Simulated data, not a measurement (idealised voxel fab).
This section sets out a process module, namely voxel released beams.
Each square cell in cross-section cut measures 5 nm, and the section as a whole is 300 nm wide.
If you're reading a cross-section in this doc, picture square cells in a grid; it comes to you as bands, top ones listed first down to the bottom, and a band can be one or more rows of cells.
Per band: top height and bottom height in nm, followed by the left-to-right materials and their widths in nm; "edge to edge" marks a single material spanning edge to edge, "air" marks empty space.
Height datum 0, below which the as-received substrate wafer is one material. Lowest band open at the bottom, running downward: "0 and below".
Width "30->40": first value at the band's top row of cells, second value at its bottom row, equal change from row to row.
Key: "no alterations made" - step with no changed cell in the cross-section.
"Fully sealed cavities": empty spaces of 8 cells or more with no open way to the top, each given as width x height at distance, distance from the left edge, all in nm.
Past the settings on a step's line: simulator remark, on that step.
The "overlay nm" setting may appear on a step's line; for a step that uses a mask, it gives how far to the right of its planned position the mask lay, and a negative value indicates the left.
-- Here's what the planned process steps look like
1) RECEIVE | material Si
2) CONFORMAL_DEP | material SiN | thk nm 10
3) DIRECTIONAL_DEP | material SiO2 | thk nm 20
4) MASKED_ETCH | tone open | mask id ANCHOR | width nm 40 | etch materials SiO2 | depth nm 20 | overlay nm 0
5) CONFORMAL_DEP | material W | thk nm 15
6) DIRECTIONAL_DEP | material aC | thk nm 5
7) PATTERN | tone cover | mask id BEAM | material resist | width nm 100 | thk nm 30 | overlay nm 0
8) DIRECTIONAL_ETCH | etch materials aC | depth nm 15
9) STRIP | etch materials resist
10) DIRECTIONAL_ETCH | etch materials W | depth nm 15
11) STRIP | etch materials aC
12) STRIP | etch materials SiO2
Heads up: all these wafers start the same, and what changes between them is the thk nm in step 6. The value you see in the plan is just what the first wafer got.
-- Cross-section of the first of several wafers on receipt, reflecting completion of step 1
	0 and below: Si edge to edge
	Fully sealed cavities: none
-- Gained (+) or lost (-) cells of each material since receipt, then closed voids: one row per wafer, at the end of the module
thk nm 5 | +120 SiN | +84 W | Fully sealed cavities: none
thk nm 10 | +120 SiN | +84 W | Fully sealed cavities: none
thk nm 15 | +120 SiN | +84 W | Fully sealed cavities: none
thk nm 20 | +120 SiN | +208 SiO2 | +204 W | Fully sealed cavities: none
thk nm 25 | +120 SiN | +208 SiO2 | +204 W | Fully sealed cavities: none
thk nm 30 | +120 SiN | +208 SiO2 | +204 W | Fully sealed cavities: none
